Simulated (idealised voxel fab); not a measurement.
The following is a process module called voxel trench capacitor.
The cross-section shown here is cut; it is 190 nm wide and divided into square cells measuring 5 nm on a side.
This document writes a cross-section as a grid whose cells are square, and gives it as bands, listed from the top down; one or more rows of cells form a band. Top height, bottom height, nm. Materials left to right, width each, nm. Single material + "edge to edge" = fills band edge to edge. "air" = empty. Ref level 0: as-received wafer is one material below here. Bottom band extends down with no lower bound ("0 and below"). A width such as "30 to 40" changes by the same amount from each row of cells to the next, from the band's top row to its bottom row. When a step is marked "stayed the same", none of the cells in the cross-section changed during that step. Entry "Enclosed void catalog" = empty spaces >= 8 cells with no open way to the top; each as width x height at distance, distance from left edge, all nm. Post-settings text on a step line: simulator's own remark regarding the step. When a step includes a mask, the "overlay nm" setting on its line states how far to the right of its planned place that mask lay, and negative values state how far to the left.
**Steps in the process plan**
1. RECEIVE [material Si]
2. CONFORMAL_DEP [material SiN] [thk nm 5]
3. DIRECTIONAL_DEP [material aC] [thk nm 15]
4. PATTERN [tone open] [mask id TRENCH] [material resist] [width nm 25] [pitch nm 40] [thk nm 35] [overlay nm 0]
5. DIRECTIONAL_ETCH [etch materials aC] [depth nm 15]
6. STRIP [etch materials resist]
7. DIRECTIONAL_ETCH [etch materials SiN] [depth nm 5]
8. DIRECTIONAL_ETCH [etch materials Si] [depth nm 30]
9. STRIP [etch materials aC]
10. CONFORMAL_DEP [material HfO2] [thk nm 5]
11. CONFORMAL_DEP [material TiN] [thk nm 5]
12. FILL_DEP [material W] [thk nm 10]
13. CMP [height nm 5]
**So this is the incoming wafer in cross-section - it's already been through step 1**
> 0 and below | Si edge to edge
> Enclosed void catalog: none
**The cross-section shown corresponds to the wafer at the conclusion of the module. The initial structure and the process plan are those presented above; however, one mistake occurred in executing the plan**
> 25 down to 15 | W edge to edge
> 15 down to 10 | TiN 70, then W 5, then TiN 35, then W 5, then TiN 75
> 10 down to 5 | HfO2 65, then TiN 5, then W 5, then TiN 5, then HfO2 25, then TiN 5, then W 5, then TiN 5, then HfO2 70
> 5 down to 0 | SiN 60, then HfO2 5, then TiN 5, then W 5, then TiN 5, then HfO2 5, then SiN 15, then HfO2 5, then TiN 5, then W 5, then TiN 5, then HfO2 5, then SiN 65
> 0 down to -20 | Si 60, then HfO2 5, then TiN 5, then W 5, then TiN 5, then HfO2 5, then Si 15, then HfO2 5, then TiN 5, then W 5, then TiN 5, then HfO2 5, then Si 65
> -20 down to -25 | Si 60, then HfO2 5, then TiN 15, then HfO2 5, then Si 15, then HfO2 5, then TiN 15, then HfO2 5, then Si 65
> -25 down to -30 | Si 60, then HfO2 25, then Si 15, then HfO2 25, then Si 65
> -30 and below | Si edge to edge
> Enclosed void catalog: none
What went wrong in running the wafer? step 13 of the plan got skipped, so it never ran
